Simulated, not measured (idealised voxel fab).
process module | voxel ribs on slabs
In the cross-section labelled cut, the width is 240 nm and each square cell is 5 nm.
We lay out every cross-section as a grid of square cells and spell it out in bands from the top down, where one band means one or more rows of cells.
Look at the band entry: it leads with the top's height and the bottom's height in nm. Then it lists the materials left to right, with a width in nm for each. The word "edge to edge" on a single material says that material fills the band edge to edge. The word "blank" is empty space.
Zero point of the height axis is 0; under it, received wafer = one material. Lowest band: continues down indefinitely, "0 down".
You'd read "30..40" like this: the band's top row of cells is as wide as the first number, its bottom row is as wide as the second, and going down, every row changes width by the same amount as the row before did.
What does "no modifications" mean for a step? It means no cell of the cross-section changed in that step.
Sealed voids: empty space of 8 cells or more with no open way to the top, each as width x height at its distance from the left edge, in nm
Where a step's line continues beyond its settings, the continuation is a remark by the simulator itself on that step.
overlay nm: step with mask; distance mask lay right of planned place; negative value = left of planned place.
**The process steps that were planned are listed below**
| 1 | RECEIVE: material Si |
| 2 | DIRECTIONAL_DEP: material SiO2, thk nm 25 |
| 3 | DIRECTIONAL_DEP: material SiN, thk nm 25 |
| 4 | PATTERN: tone cover, mask id RIB, material resist, width nm 30, thk nm 20, overlay nm 0 |
| 5 | DIRECTIONAL_ETCH: etch materials SiN, depth nm 5 |
| 6 | STRIP: etch materials resist |
| 7 | PATTERN: tone cover, mask id SLAB, material resist, width nm 90, thk nm 15, overlay nm 0 |
| 8 | DIRECTIONAL_ETCH: etch materials SiN, depth nm 20 |
| 9 | STRIP: etch materials resist |
| 10 | FILL_DEP: material SiO2, thk nm 20 |
| 11 | CMP: height nm 65 |
| 12 | DIRECTIONAL_DEP: material W, thk nm 5 |
| 13 | DIRECTIONAL_DEP: material aC, thk nm 10 |
| 14 | PATTERN: tone cover, mask id HEATER, material resist, width nm 40, thk nm 30, overlay nm 0 |
| 15 | DIRECTIONAL_ETCH: etch materials aC, depth nm 10 |
| 16 | STRIP: etch materials resist |
| 17 | DIRECTIONAL_ETCH: etch materials W, depth nm 5 |
| 18 | STRIP: etch materials aC |
| 19 | CONFORMAL_DEP: material SiO2, thk nm 5 |
**The first of two wafers, run as planned**
**Cross-section: wafer on arrival = after step 1**
    0 down  Si edge to edge
    Sealed voids: none
**Sectional view: wafer, after step 2**
    25 to 0  SiO2 edge to edge
    Nothing below the height 0 has changed.
**Sectional view: wafer, after step 3**
    50 to 25  SiN edge to edge
    Nothing below the height 25 has changed.
**Sectional view: wafer, after step 4**
    70 to 50  blank 105 nm  resist 30 nm  blank 105 nm
    Nothing below the height 50 has changed.
**Sectional view: wafer, after step 5**
    70 to 50  blank 105 nm  resist 30 nm  blank 105 nm
    50 to 45  blank 105 nm  SiN 30 nm  blank 105 nm
    Nothing below the height 45 has changed.
**Sectional view: wafer, after step 6**
    50 to 45  blank 105 nm  SiN 30 nm  blank 105 nm
    Nothing below the height 45 has changed.
**Sectional view: wafer, after step 7**
    65 to 50  blank 75 nm  resist 90 nm  blank 75 nm
    50 to 45  blank 75 nm  resist 30 nm  SiN 30 nm  resist 30 nm  blank 75 nm
    Nothing below the height 45 has changed.
**Sectional view: wafer, after step 8**
    65 to 50  blank 75 nm  resist 90 nm  blank 75 nm
    50 to 45  blank 75 nm  resist 30 nm  SiN 30 nm  resist 30 nm  blank 75 nm
    45 to 25  blank 75 nm  SiN 90 nm  blank 75 nm
    Nothing below the height 25 has changed.
**Sectional view: wafer, after step 9**
    50 to 45  blank 105 nm  SiN 30 nm  blank 105 nm
    Nothing below the height 45 has changed.
**Sectional view: wafer, after step 10**
    70 to 50  SiO2 edge to edge
    50 to 45  SiO2 105 nm  SiN 30 nm  SiO2 105 nm
    45 to 25  SiO2 75 nm  SiN 90 nm  SiO2 75 nm
    Nothing below the height 25 has changed.
**Sectional view: wafer, after step 11**
    65 to 50  SiO2 edge to edge
    Nothing below the height 50 has changed.
**Sectional view: wafer, after step 12**
    70 to 65  W edge to edge
    Nothing below the height 65 has changed.
**Sectional view: wafer, after step 13**
    80 to 70  aC edge to edge
    Nothing below the height 70 has changed.
**Sectional view: wafer, after step 14**
    110 to 80  blank 100 nm  resist 40 nm  blank 100 nm
    Nothing below the height 80 has changed.
**Sectional view: wafer, after step 15**
    100 to 80  blank 100 nm  resist 40 nm  blank 100 nm
    80 to 70  blank 100 nm  aC 40 nm  blank 100 nm
    Nothing below the height 70 has changed.
**Sectional view: wafer, after step 16**
    80 to 70  blank 100 nm  aC 40 nm  blank 100 nm
    Nothing below the height 70 has changed.
**Sectional view: wafer, after step 17**
    80 to 70  blank 100 nm  aC 40 nm  blank 100 nm
    70 to 65  blank 100 nm  W 40 nm  blank 100 nm
    Nothing below the height 65 has changed.
**Sectional view: wafer, after step 18**
    70 to 65  blank 100 nm  W 40 nm  blank 100 nm
    Nothing below the height 65 has changed.
**Sectional view: wafer, after step 19**
    75 to 70  blank 95 nm  SiO2 50 nm  blank 95 nm
    70 to 65  SiO2 100 nm  W 40 nm  SiO2 100 nm
    Nothing below the height 65 has changed.
**The second wafer was prepared from the same starting point and under the same plan as the first; its processing contained one mistake, and it remains indistinguishable from the first wafer up to and including step 18**
Cross-section, second wafer, at the end time the plan gives for step 19: no modifications
What went wrong in running the wafer? step 19 from the plan never happened, it was just skipped
Final difference in cells, second wafer against first, listed per material as more or fewer: SiO2 -50
